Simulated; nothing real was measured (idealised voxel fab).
The process module that follows is named voxel trench capacitor.
Xsec cut, 275 nm wide, square cell size 5 nm.
If you're reading a cross-section in this doc, picture square cells in a grid; it comes to you as bands, top ones listed first down to the bottom, and a band can be one or more rows of cells. The band entry comprises the height of the band's top followed by the height of its bottom, expressed in nm, and subsequently the band's materials from left to right, each stated together with its width in nm. Where a single material is marked with the word "everywhere", that material fills the band from edge to edge. The word "empty" represents empty space. Zero point of the height axis is 0; under it, received wafer = one material. Lowest band: continues down indefinitely, "0..down". Graded width ("30->40"): value in top row of band = first number; value in bottom row = second number; row-to-row change constant. For the purposes of this document, the phrase "remains unaltered" attached to a step denotes that no cell within the cross-section was modified by that step. So "Closed internal voids" is basically the list of trapped voids: any empty space of 8 cells or more that can't reach the top through an opening. They're written width x height at distance, the distance being from the left edge, and it's all nm. What comes after the settings on a step's line is commentary from the simulator itself on that step. overlay nm: where the mask lay relative to plan, measured to the right, on steps with a mask; negatives go left.
-- Steps planned for the process
- 1: RECEIVE, material Si
- 2: CONFORMAL_DEP, material SiN, thk nm 10
- 3: DIRECTIONAL_DEP, material aC, thk nm 10
- 4: PATTERN, tone open, mask id TRENCH, material resist, width nm 25, pitch nm 45, thk nm 30, overlay nm 0
- 5: DIRECTIONAL_ETCH, etch materials aC, depth nm 10
- 6: STRIP, etch materials resist
- 7: DIRECTIONAL_ETCH, etch materials SiN, depth nm 10
- 8: DIRECTIONAL_ETCH, etch materials Si, depth nm 25
- 9: STRIP, etch materials aC
- 10: CONFORMAL_DEP, material HfO2, thk nm 5
- 11: CONFORMAL_DEP, material TiN, thk nm 5
- 12: FILL_DEP, material W, thk nm 10
- 13: CMP, height nm 10
-- The first of the two wafers, which ran as planned
-- As-received wafer cross-section (after step 1)
    0..down | Si everywhere
    Closed internal voids: none
-- So this is the wafer cross-section right after step 2
    10..0 | SiN everywhere
    below 0: unchanged
-- So this is the wafer cross-section right after step 3
    20..10 | aC everywhere
    below 10: unchanged
-- So this is the wafer cross-section right after step 4
    50..20 | 55 resist, 25 empty, 20 resist, 25 empty, 20 resist, 25 empty, 20 resist, 25 empty, 60 resist
    below 20: unchanged
-- So this is the wafer cross-section right after step 5
    40..20 | 55 resist, 25 empty, 20 resist, 25 empty, 20 resist, 25 empty, 20 resist, 25 empty, 60 resist
    20..10 | 55 aC, 25 empty, 20 aC, 25 empty, 20 aC, 25 empty, 20 aC, 25 empty, 60 aC
    below 10: unchanged
-- So this is the wafer cross-section right after step 6
    20..10 | 55 aC, 25 empty, 20 aC, 25 empty, 20 aC, 25 empty, 20 aC, 25 empty, 60 aC
    below 10: unchanged
-- So this is the wafer cross-section right after step 7
    20..10 | 55 aC, 25 empty, 20 aC, 25 empty, 20 aC, 25 empty, 20 aC, 25 empty, 60 aC
    10..0 | 55 SiN, 25 empty, 20 SiN, 25 empty, 20 SiN, 25 empty, 20 SiN, 25 empty, 60 SiN
    below 0: unchanged
-- So this is the wafer cross-section right after step 8
    20..10 | 55 aC, 25 empty, 20 aC, 25 empty, 20 aC, 25 empty, 20 aC, 25 empty, 60 aC
    10..0 | 55 SiN, 25 empty, 20 SiN, 25 empty, 20 SiN, 25 empty, 20 SiN, 25 empty, 60 SiN
    0..-25 | 55 Si, 25 empty, 20 Si, 25 empty, 20 Si, 25 empty, 20 Si, 25 empty, 60 Si
    below -25: unchanged
-- So this is the wafer cross-section right after step 9
    10..0 | 55 SiN, 25 empty, 20 SiN, 25 empty, 20 SiN, 25 empty, 20 SiN, 25 empty, 60 SiN
    below 0: unchanged
-- So this is the wafer cross-section right after step 10
    15..10 | 60 HfO2, 15 empty, 30 HfO2, 15 empty, 30 HfO2, 15 empty, 30 HfO2, 15 empty, 65 HfO2
    10..0 | 55 SiN, 5 HfO2, 15 empty, 5 HfO2, 20 SiN, 5 HfO2, 15 empty, 5 HfO2, 20 SiN, 5 HfO2, 15 empty, 5 HfO2, 20 SiN, 5 HfO2, 15 empty, 5 HfO2, 60 SiN
    0..-20 | 55 Si, 5 HfO2, 15 empty, 5 HfO2, 20 Si, 5 HfO2, 15 empty, 5 HfO2, 20 Si, 5 HfO2, 15 empty, 5 HfO2, 20 Si, 5 HfO2, 15 empty, 5 HfO2, 60 Si
    -20..-25 | 55 Si, 25 HfO2, 20 Si, 25 HfO2, 20 Si, 25 HfO2, 20 Si, 25 HfO2, 60 Si
    below -25: unchanged
-- So this is the wafer cross-section right after step 11
    20..15 | 65 TiN, 5 empty, 40 TiN, 5 empty, 40 TiN, 5 empty, 40 TiN, 5 empty, 70 TiN
    15..10 | 60 HfO2, 5 TiN, 5 empty, 5 TiN, 30 HfO2, 5 TiN, 5 empty, 5 TiN, 30 HfO2, 5 TiN, 5 empty, 5 TiN, 30 HfO2, 5 TiN, 5 empty, 5 TiN, 65 HfO2
    10..0 | 55 SiN, 5 HfO2, 5 TiN, 5 empty, 5 TiN, 5 HfO2, 20 SiN, 5 HfO2, 5 TiN, 5 empty, 5 TiN, 5 HfO2, 20 SiN, 5 HfO2, 5 TiN, 5 empty, 5 TiN, 5 HfO2, 20 SiN, 5 HfO2, 5 TiN, 5 empty, 5 TiN, 5 HfO2, 60 SiN
    0..-15 | 55 Si, 5 HfO2, 5 TiN, 5 empty, 5 TiN, 5 HfO2, 20 Si, 5 HfO2, 5 TiN, 5 empty, 5 TiN, 5 HfO2, 20 Si, 5 HfO2, 5 TiN, 5 empty, 5 TiN, 5 HfO2, 20 Si, 5 HfO2, 5 TiN, 5 empty, 5 TiN, 5 HfO2, 60 Si
    -15..-20 | 55 Si, 5 HfO2, 15 TiN, 5 HfO2, 20 Si, 5 HfO2, 15 TiN, 5 HfO2, 20 Si, 5 HfO2, 15 TiN, 5 HfO2, 20 Si, 5 HfO2, 15 TiN, 5 HfO2, 60 Si
    below -20: unchanged
-- So this is the wafer cross-section right after step 12
    30..20 | W everywhere
    20..15 | 65 TiN, 5 W, 40 TiN, 5 W, 40 TiN, 5 W, 40 TiN, 5 W, 70 TiN
    15..10 | 60 HfO2, 5 TiN, 5 W, 5 TiN, 30 HfO2, 5 TiN, 5 W, 5 TiN, 30 HfO2, 5 TiN, 5 W, 5 TiN, 30 HfO2, 5 TiN, 5 W, 5 TiN, 65 HfO2
    10..0 | 55 SiN, 5 HfO2, 5 TiN, 5 W, 5 TiN, 5 HfO2, 20 SiN, 5 HfO2, 5 TiN, 5 W, 5 TiN, 5 HfO2, 20 SiN, 5 HfO2, 5 TiN, 5 W, 5 TiN, 5 HfO2, 20 SiN, 5 HfO2, 5 TiN, 5 W, 5 TiN, 5 HfO2, 60 SiN
    0..-15 | 55 Si, 5 HfO2, 5 TiN, 5 W, 5 TiN, 5 HfO2, 20 Si, 5 HfO2, 5 TiN, 5 W, 5 TiN, 5 HfO2, 20 Si, 5 HfO2, 5 TiN, 5 W, 5 TiN, 5 HfO2, 20 Si, 5 HfO2, 5 TiN, 5 W, 5 TiN, 5 HfO2, 60 Si
    below -15: unchanged
-- So this is the wafer cross-section right after step 13
    10..0 | 55 SiN, 5 HfO2, 5 TiN, 5 W, 5 TiN, 5 HfO2, 20 SiN, 5 HfO2, 5 TiN, 5 W, 5 TiN, 5 HfO2, 20 SiN, 5 HfO2, 5 TiN, 5 W, 5 TiN, 5 HfO2, 20 SiN, 5 HfO2, 5 TiN, 5 W, 5 TiN, 5 HfO2, 60 SiN
    below 0: unchanged
-- second wafer: like start, like plan, one mistake. Through step 9 it matches the first wafer
-- Second wafer, cut view, end of step 10 per plan
    15..10 | 60 TiN, 15 empty, 30 TiN, 15 empty, 30 TiN, 15 empty, 30 TiN, 15 empty, 65 TiN
    10..0 | 55 SiN, 5 TiN, 15 empty, 5 TiN, 20 SiN, 5 TiN, 15 empty, 5 TiN, 20 SiN, 5 TiN, 15 empty, 5 TiN, 20 SiN, 5 TiN, 15 empty, 5 TiN, 60 SiN
    0..-20 | 55 Si, 5 TiN, 15 empty, 5 TiN, 20 Si, 5 TiN, 15 empty, 5 TiN, 20 Si, 5 TiN, 15 empty, 5 TiN, 20 Si, 5 TiN, 15 empty, 5 TiN, 60 Si
    -20..-25 | 55 Si, 25 TiN, 20 Si, 25 TiN, 20 Si, 25 TiN, 20 Si, 25 TiN, 60 Si
    below -25: unchanged
-- Second wafer, cut view, end of step 11 per plan
    20..15 | 65 HfO2, 5 empty, 40 HfO2, 5 empty, 40 HfO2, 5 empty, 40 HfO2, 5 empty, 70 HfO2
    15..10 | 60 TiN, 5 HfO2, 5 empty, 5 HfO2, 30 TiN, 5 HfO2, 5 empty, 5 HfO2, 30 TiN, 5 HfO2, 5 empty, 5 HfO2, 30 TiN, 5 HfO2, 5 empty, 5 HfO2, 65 TiN
    10..0 | 55 SiN, 5 TiN, 5 HfO2, 5 empty, 5 HfO2, 5 TiN, 20 SiN, 5 TiN, 5 HfO2, 5 empty, 5 HfO2, 5 TiN, 20 SiN, 5 TiN, 5 HfO2, 5 empty, 5 HfO2, 5 TiN, 20 SiN, 5 TiN, 5 HfO2, 5 empty, 5 HfO2, 5 TiN, 60 SiN
    0..-15 | 55 Si, 5 TiN, 5 HfO2, 5 empty, 5 HfO2, 5 TiN, 20 Si, 5 TiN, 5 HfO2, 5 empty, 5 HfO2, 5 TiN, 20 Si, 5 TiN, 5 HfO2, 5 empty, 5 HfO2, 5 TiN, 20 Si, 5 TiN, 5 HfO2, 5 empty, 5 HfO2, 5 TiN, 60 Si
    -15..-20 | 55 Si, 5 TiN, 15 HfO2, 5 TiN, 20 Si, 5 TiN, 15 HfO2, 5 TiN, 20 Si, 5 TiN, 15 HfO2, 5 TiN, 20 Si, 5 TiN, 15 HfO2, 5 TiN, 60 Si
    below -20: unchanged
-- Second wafer, cut view, end of step 12 per plan
    30..20 | W everywhere
    20..15 | 65 HfO2, 5 W, 40 HfO2, 5 W, 40 HfO2, 5 W, 40 HfO2, 5 W, 70 HfO2
    15..10 | 60 TiN, 5 HfO2, 5 W, 5 HfO2, 30 TiN, 5 HfO2, 5 W, 5 HfO2, 30 TiN, 5 HfO2, 5 W, 5 HfO2, 30 TiN, 5 HfO2, 5 W, 5 HfO2, 65 TiN
    10..0 | 55 SiN, 5 TiN, 5 HfO2, 5 W, 5 HfO2, 5 TiN, 20 SiN, 5 TiN, 5 HfO2, 5 W, 5 HfO2, 5 TiN, 20 SiN, 5 TiN, 5 HfO2, 5 W, 5 HfO2, 5 TiN, 20 SiN, 5 TiN, 5 HfO2, 5 W, 5 HfO2, 5 TiN, 60 SiN
    0..-15 | 55 Si, 5 TiN, 5 HfO2, 5 W, 5 HfO2, 5 TiN, 20 Si, 5 TiN, 5 HfO2, 5 W, 5 HfO2, 5 TiN, 20 Si, 5 TiN, 5 HfO2, 5 W, 5 HfO2, 5 TiN, 20 Si, 5 TiN, 5 HfO2, 5 W, 5 HfO2, 5 TiN, 60 Si
    below -15: unchanged
-- Second wafer, cut view, end of step 13 per plan
    10..0 | 55 SiN, 5 TiN, 5 HfO2, 5 W, 5 HfO2, 5 TiN, 20 SiN, 5 TiN, 5 HfO2, 5 W, 5 HfO2, 5 TiN, 20 SiN, 5 TiN, 5 HfO2, 5 W, 5 HfO2, 5 TiN, 20 SiN, 5 TiN, 5 HfO2, 5 W, 5 HfO2, 5 TiN, 60 SiN
    below 0: unchanged
Error vs. plan: steps 10 and 11 run out of order (swapped)
Final comparison by cell count, materials where the second wafer has more or fewer than the first: HfO2 -16 | TiN +16
